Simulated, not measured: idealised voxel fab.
Module name: voxel wiring stack (process module)
Each square cell in cross-section cut measures 5 nm, and the section as a whole is 210 nm wide.
Cross-section = grid of square cells, listed top down in bands; band = one or more rows. Heads up on the band format: heights come first, top then bottom, in nm. After that it's the materials left to right, each with its width in nm. A single material flagged "throughout" fills the whole band edge to edge, and "empty" means there's empty space there. Measure heights from 0. That's the level where, below it, the as-received wafer is all one material. The lowest band is bottomless and extends downward; write it as in "from 0 down". Width spec "30..40" -> top row of cells at first value, bottom row at second value, equal per-row change in between. A step reported as "nothing altered" is a step in which no cell of the cross-section changed. In "Closed void list" the enclosed voids are listed, meaning empty spaces of 8 cells or larger without any opening to the top. The form is width x height at distance, distance from the left edge, units nm. Text after the settings on a step's line: the simulator's own remark on that step. "overlay nm" denotes, for a step that has a mask, the displacement of the mask to the right of its planned place, with negative values corresponding to the left.

### plan
| 1 | RECEIVE, material Si |
| 2 | CONFORMAL_DEP, material SiO2, thk nm 10 |
| 3 | DIRECTIONAL_DEP, material TiN, thk nm 5 |
| 4 | DIRECTIONAL_DEP, material W, thk nm 25 |
| 5 | DIRECTIONAL_DEP, material aC, thk nm 15 |
| 6 | PATTERN, tone cover, mask id METAL_1, material resist, width nm 20, pitch nm 45, thk nm 35, overlay nm 0 |
| 7 | DIRECTIONAL_ETCH, etch materials aC, depth nm 15 |
| 8 | STRIP, etch materials resist |
| 9 | DIRECTIONAL_ETCH, etch materials W, depth nm 25 |
| 10 | DIRECTIONAL_ETCH, etch materials TiN, depth nm 5 |
| 11 | STRIP, etch materials aC |
| 12 | CONFORMAL_DEP, material SiN, thk nm 5 |
| 13 | FILL_DEP, material lowk, thk nm 5 |
| 14 | CMP, height nm 40 |
| 15 | CONFORMAL_DEP, material SiCN, thk nm 5 |
| 16 | DIRECTIONAL_DEP, material lowk, thk nm 15 |
| 17 | MASKED_ETCH, tone open, mask id PLUG_1, width nm 15, pitch nm 45, etch materials lowk, depth nm 15, overlay nm 0 |
| 18 | MASKED_ETCH, tone open, mask id PLUG_1, width nm 15, pitch nm 45, etch materials SiCN, depth nm 5, overlay nm 0 |
| 19 | CONFORMAL_DEP, material TiN, thk nm 5 |
| 20 | FILL_DEP, material Ru, thk nm 5 |
| 21 | CMP, height nm 60 |
| 22 | DIRECTIONAL_DEP, material TiN, thk nm 5 |
| 23 | DIRECTIONAL_DEP, material W, thk nm 20 |
| 24 | PATTERN, tone cover, mask id METAL_2, material resist, width nm 20, pitch nm 45, thk nm 15, overlay nm 0 |
| 25 | DIRECTIONAL_ETCH, etch materials W, depth nm 20 |
| 26 | DIRECTIONAL_ETCH, etch materials TiN, depth nm 5 |
| 27 | STRIP, etch materials resist |
| 28 | CONFORMAL_DEP, material SiN, thk nm 5 |
| 29 | FILL_DEP, material SiO2, thk nm 5 |
| 30 | CMP, height nm 85 |
| 31 | CONFORMAL_DEP, material SiN, thk nm 5 |

### First wafer, two in total, run as planned

### So this is the incoming wafer in cross-section - it's already been through step 1
  from 0 down = Si throughout
  Closed void list: none

### The wafer, seen in cross-section, after step 2
  from 10 to 0 = SiO2 throughout
  Everything under 0 stays put, no change at all.

### The wafer, seen in cross-section, after step 3
  from 15 to 10 = TiN throughout
  Everything under 10 stays put, no change at all.

### The wafer, seen in cross-section, after step 4
  from 40 to 15 = W throughout
  Everything under 15 stays put, no change at all.

### The wafer, seen in cross-section, after step 5
  from 55 to 40 = aC throughout
  Everything under 40 stays put, no change at all.

### The wafer, seen in cross-section, after step 6
  from 90 to 55 = 25 of empty  20 of resist  25 of empty  20 of resist  25 of empty  20 of resist  25 of empty  20 of resist  30 of empty
  Everything under 55 stays put, no change at all.

### The wafer, seen in cross-section, after step 7
  from 75 to 55 = 25 of empty  20 of resist  25 of empty  20 of resist  25 of empty  20 of resist  25 of empty  20 of resist  30 of empty
  from 55 to 40 = 25 of empty  20 of aC  25 of empty  20 of aC  25 of empty  20 of aC  25 of empty  20 of aC  30 of empty
  Everything under 40 stays put, no change at all.

### The wafer, seen in cross-section, after step 8
  from 55 to 40 = 25 of empty  20 of aC  25 of empty  20 of aC  25 of empty  20 of aC  25 of empty  20 of aC  30 of empty
  Everything under 40 stays put, no change at all.

### The wafer, seen in cross-section, after step 9
  from 55 to 40 = 25 of empty  20 of aC  25 of empty  20 of aC  25 of empty  20 of aC  25 of empty  20 of aC  30 of empty
  from 40 to 15 = 25 of empty  20 of W  25 of empty  20 of W  25 of empty  20 of W  25 of empty  20 of W  30 of empty
  Everything under 15 stays put, no change at all.

### The wafer, seen in cross-section, after step 10
  from 55 to 40 = 25 of empty  20 of aC  25 of empty  20 of aC  25 of empty  20 of aC  25 of empty  20 of aC  30 of empty
  from 40 to 15 = 25 of empty  20 of W  25 of empty  20 of W  25 of empty  20 of W  25 of empty  20 of W  30 of empty
  from 15 to 10 = 25 of empty  20 of TiN  25 of empty  20 of TiN  25 of empty  20 of TiN  25 of empty  20 of TiN  30 of empty
  Everything under 10 stays put, no change at all.

### The wafer, seen in cross-section, after step 11
  from 40 to 15 = 25 of empty  20 of W  25 of empty  20 of W  25 of empty  20 of W  25 of empty  20 of W  30 of empty
  Everything under 15 stays put, no change at all.

### The wafer, seen in cross-section, after step 12
  from 45 to 40 = 20 of empty  30 of SiN  15 of empty  30 of SiN  15 of empty  30 of SiN  15 of empty  30 of SiN  25 of empty
  from 40 to 15 = 20 of empty  5 of SiN  20 of W  5 of SiN  15 of empty  5 of SiN  20 of W  5 of SiN  15 of empty  5 of SiN  20 of W  5 of SiN  15 of empty  5 of SiN  20 of W  5 of SiN  25 of empty
  from 15 to 10 = 25 of SiN  20 of TiN  25 of SiN  20 of TiN  25 of SiN  20 of TiN  25 of SiN  20 of TiN  30 of SiN
  Everything under 10 stays put, no change at all.

### The wafer, seen in cross-section, after step 13
  from 50 to 45 = lowk throughout
  from 45 to 40 = 20 of lowk  30 of SiN  15 of lowk  30 of SiN  15 of lowk  30 of SiN  15 of lowk  30 of SiN  25 of lowk
  from 40 to 15 = 20 of lowk  5 of SiN  20 of W  5 of SiN  15 of lowk  5 of SiN  20 of W  5 of SiN  15 of lowk  5 of SiN  20 of W  5 of SiN  15 of lowk  5 of SiN  20 of W  5 of SiN  25 of lowk
  Everything under 15 stays put, no change at all.

### The wafer, seen in cross-section, after step 14
  from 40 to 15 = 20 of lowk  5 of SiN  20 of W  5 of SiN  15 of lowk  5 of SiN  20 of W  5 of SiN  15 of lowk  5 of SiN  20 of W  5 of SiN  15 of lowk  5 of SiN  20 of W  5 of SiN  25 of lowk
  Everything under 15 stays put, no change at all.

### The wafer, seen in cross-section, after step 15
  from 45 to 40 = SiCN throughout
  Everything under 40 stays put, no change at all.

### The wafer, seen in cross-section, after step 16
  from 60 to 45 = lowk throughout
  Everything under 45 stays put, no change at all.

### The wafer, seen in cross-section, after step 17
  from 60 to 45 = 25 of lowk  15 of empty  30 of lowk  15 of empty  30 of lowk  15 of empty  30 of lowk  15 of empty  35 of lowk
  Everything under 45 stays put, no change at all.

### The wafer, seen in cross-section, after step 18
  from 60 to 45 = 25 of lowk  15 of empty  30 of lowk  15 of empty  30 of lowk  15 of empty  30 of lowk  15 of empty  35 of lowk
  from 45 to 40 = 25 of SiCN  15 of empty  30 of SiCN  15 of empty  30 of SiCN  15 of empty  30 of SiCN  15 of empty  35 of SiCN
  Everything under 40 stays put, no change at all.

### The wafer, seen in cross-section, after step 19
  from 65 to 60 = 30 of TiN  5 of empty  40 of TiN  5 of empty  40 of TiN  5 of empty  40 of TiN  5 of empty  40 of TiN
  from 60 to 45 = 25 of lowk  5 of TiN  5 of empty  5 of TiN  30 of lowk  5 of TiN  5 of empty  5 of TiN  30 of lowk  5 of TiN  5 of empty  5 of TiN  30 of lowk  5 of TiN  5 of empty  5 of TiN  35 of lowk
  from 45 to 40 = 25 of SiCN  15 of TiN  30 of SiCN  15 of TiN  30 of SiCN  15 of TiN  30 of SiCN  15 of TiN  35 of SiCN
  Everything under 40 stays put, no change at all.

### The wafer, seen in cross-section, after step 20
  from 70 to 65 = Ru throughout
  from 65 to 60 = 30 of TiN  5 of Ru  40 of TiN  5 of Ru  40 of TiN  5 of Ru  40 of TiN  5 of Ru  40 of TiN
  from 60 to 45 = 25 of lowk  5 of TiN  5 of Ru  5 of TiN  30 of lowk  5 of TiN  5 of Ru  5 of TiN  30 of lowk  5 of TiN  5 of Ru  5 of TiN  30 of lowk  5 of TiN  5 of Ru  5 of TiN  35 of lowk
  Everything under 45 stays put, no change at all.

### The wafer, seen in cross-section, after step 21
  from 60 to 45 = 25 of lowk  5 of TiN  5 of Ru  5 of TiN  30 of lowk  5 of TiN  5 of Ru  5 of TiN  30 of lowk  5 of TiN  5 of Ru  5 of TiN  30 of lowk  5 of TiN  5 of Ru  5 of TiN  35 of lowk
  Everything under 45 stays put, no change at all.

### The wafer, seen in cross-section, after step 22
  from 65 to 60 = TiN throughout
  Everything under 60 stays put, no change at all.

### The wafer, seen in cross-section, after step 23
  from 85 to 65 = W throughout
  Everything under 65 stays put, no change at all.

### The wafer, seen in cross-section, after step 24
  from 100 to 85 = 25 of empty  20 of resist  25 of empty  20 of resist  25 of empty  20 of resist  25 of empty  20 of resist  30 of empty
  Everything under 85 stays put, no change at all.

### The wafer, seen in cross-section, after step 25
  from 100 to 85 = 25 of empty  20 of resist  25 of empty  20 of resist  25 of empty  20 of resist  25 of empty  20 of resist  30 of empty
  from 85 to 65 = 25 of empty  20 of W  25 of empty  20 of W  25 of empty  20 of W  25 of empty  20 of W  30 of empty
  Everything under 65 stays put, no change at all.

### The wafer, seen in cross-section, after step 26
  from 100 to 85 = 25 of empty  20 of resist  25 of empty  20 of resist  25 of empty  20 of resist  25 of empty  20 of resist  30 of empty
  from 85 to 65 = 25 of empty  20 of W  25 of empty  20 of W  25 of empty  20 of W  25 of empty  20 of W  30 of empty
  from 65 to 60 = 25 of empty  20 of TiN  25 of empty  20 of TiN  25 of empty  20 of TiN  25 of empty  20 of TiN  30 of empty
  Everything under 60 stays put, no change at all.

### The wafer, seen in cross-section, after step 27
  from 85 to 65 = 25 of empty  20 of W  25 of empty  20 of W  25 of empty  20 of W  25 of empty  20 of W  30 of empty
  Everything under 65 stays put, no change at all.

### The wafer, seen in cross-section, after step 28
  from 90 to 85 = 20 of empty  30 of SiN  15 of empty  30 of SiN  15 of empty  30 of SiN  15 of empty  30 of SiN  25 of empty
  from 85 to 65 = 20 of empty  5 of SiN  20 of W  5 of SiN  15 of empty  5 of SiN  20 of W  5 of SiN  15 of empty  5 of SiN  20 of W  5 of SiN  15 of empty  5 of SiN  20 of W  5 of SiN  25 of empty
  from 65 to 60 = 25 of SiN  20 of TiN  25 of SiN  20 of TiN  25 of SiN  20 of TiN  25 of SiN  20 of TiN  30 of SiN
  Everything under 60 stays put, no change at all.

### The wafer, seen in cross-section, after step 29
  from 95 to 90 = SiO2 throughout
  from 90 to 85 = 20 of SiO2  30 of SiN  15 of SiO2  30 of SiN  15 of SiO2  30 of SiN  15 of SiO2  30 of SiN  25 of SiO2
  from 85 to 65 = 20 of SiO2  5 of SiN  20 of W  5 of SiN  15 of SiO2  5 of SiN  20 of W  5 of SiN  15 of SiO2  5 of SiN  20 of W  5 of SiN  15 of SiO2  5 of SiN  20 of W  5 of SiN  25 of SiO2
  Everything under 65 stays put, no change at all.

### The wafer, seen in cross-section, after step 30
  from 85 to 65 = 20 of SiO2  5 of SiN  20 of W  5 of SiN  15 of SiO2  5 of SiN  20 of W  5 of SiN  15 of SiO2  5 of SiN  20 of W  5 of SiN  15 of SiO2  5 of SiN  20 of W  5 of SiN  25 of SiO2
  Everything under 65 stays put, no change at all.

### The wafer, seen in cross-section, after step 31
  from 90 to 85 = SiN throughout
  Everything under 85 stays put, no change at all.

### Notes, second wafer: start = first wafer's, plan = first wafer's, execution had one mistake; history identical to first through step 23

### Cross-section of the second wafer when, according to plan, step 24 should have finished
  from 100 to 85 = 25 of empty  25 of resist  20 of empty  25 of resist  20 of empty  25 of resist  20 of empty  25 of resist  25 of empty
  Everything under 85 stays put, no change at all.

### Cross-section of the second wafer when, according to plan, step 25 should have finished
  from 100 to 85 = 25 of empty  25 of resist  20 of empty  25 of resist  20 of empty  25 of resist  20 of empty  25 of resist  25 of empty
  from 85 to 65 = 25 of empty  25 of W  20 of empty  25 of W  20 of empty  25 of W  20 of empty  25 of W  25 of empty
  Everything under 65 stays put, no change at all.

### Cross-section of the second wafer when, according to plan, step 26 should have finished
  from 100 to 85 = 25 of empty  25 of resist  20 of empty  25 of resist  20 of empty  25 of resist  20 of empty  25 of resist  25 of empty
  from 85 to 65 = 25 of empty  25 of W  20 of empty  25 of W  20 of empty  25 of W  20 of empty  25 of W  25 of empty
  from 65 to 60 = 25 of empty  25 of TiN  20 of empty  25 of TiN  20 of empty  25 of TiN  20 of empty  25 of TiN  25 of empty
  Everything under 60 stays put, no change at all.

### Cross-section of the second wafer when, according to plan, step 27 should have finished
  from 85 to 65 = 25 of empty  25 of W  20 of empty  25 of W  20 of empty  25 of W  20 of empty  25 of W  25 of empty
  Everything under 65 stays put, no change at all.

### Cross-section of the second wafer when, according to plan, step 28 should have finished
  from 90 to 85 = 20 of empty  35 of SiN  10 of empty  35 of SiN  10 of empty  35 of SiN  10 of empty  35 of SiN  20 of empty
  from 85 to 65 = 20 of empty  5 of SiN  25 of W  5 of SiN  10 of empty  5 of SiN  25 of W  5 of SiN  10 of empty  5 of SiN  25 of W  5 of SiN  10 of empty  5 of SiN  25 of W  5 of SiN  20 of empty
  from 65 to 60 = 25 of SiN  25 of TiN  20 of SiN  25 of TiN  20 of SiN  25 of TiN  20 of SiN  25 of TiN  25 of SiN
  Everything under 60 stays put, no change at all.

### Cross-section of the second wafer when, according to plan, step 29 should have finished
  from 95 to 90 = SiO2 throughout
  from 90 to 85 = 20 of SiO2  35 of SiN  10 of SiO2  35 of SiN  10 of SiO2  35 of SiN  10 of SiO2  35 of SiN  20 of SiO2
  from 85 to 65 = 20 of SiO2  5 of SiN  25 of W  5 of SiN  10 of SiO2  5 of SiN  25 of W  5 of SiN  10 of SiO2  5 of SiN  25 of W  5 of SiN  10 of SiO2  5 of SiN  25 of W  5 of SiN  20 of SiO2
  Everything under 65 stays put, no change at all.

### Cross-section of the second wafer when, according to plan, step 30 should have finished
  from 85 to 65 = 20 of SiO2  5 of SiN  25 of W  5 of SiN  10 of SiO2  5 of SiN  25 of W  5 of SiN  10 of SiO2  5 of SiN  25 of W  5 of SiN  10 of SiO2  5 of SiN  25 of W  5 of SiN  20 of SiO2
  Everything under 65 stays put, no change at all.

### Cross-section of the second wafer when, according to plan, step 31 should have finished
  from 90 to 85 = SiN throughout
  Everything under 85 stays put, no change at all.
In executing the process, a mistake was made relative to the plan: it should be noted that step 24 was executed with settings other than those planned, the operation and settings actually applied being PATTERN, tone cover, mask id METAL_2, material resist, width nm 25, pitch nm 45, thk nm 15, overlay nm 0
Materials where the second wafer ends with more or fewer cells than the first: 4 fewer of SiN, 16 fewer of SiO2, 4 more of TiN, 16 more of W
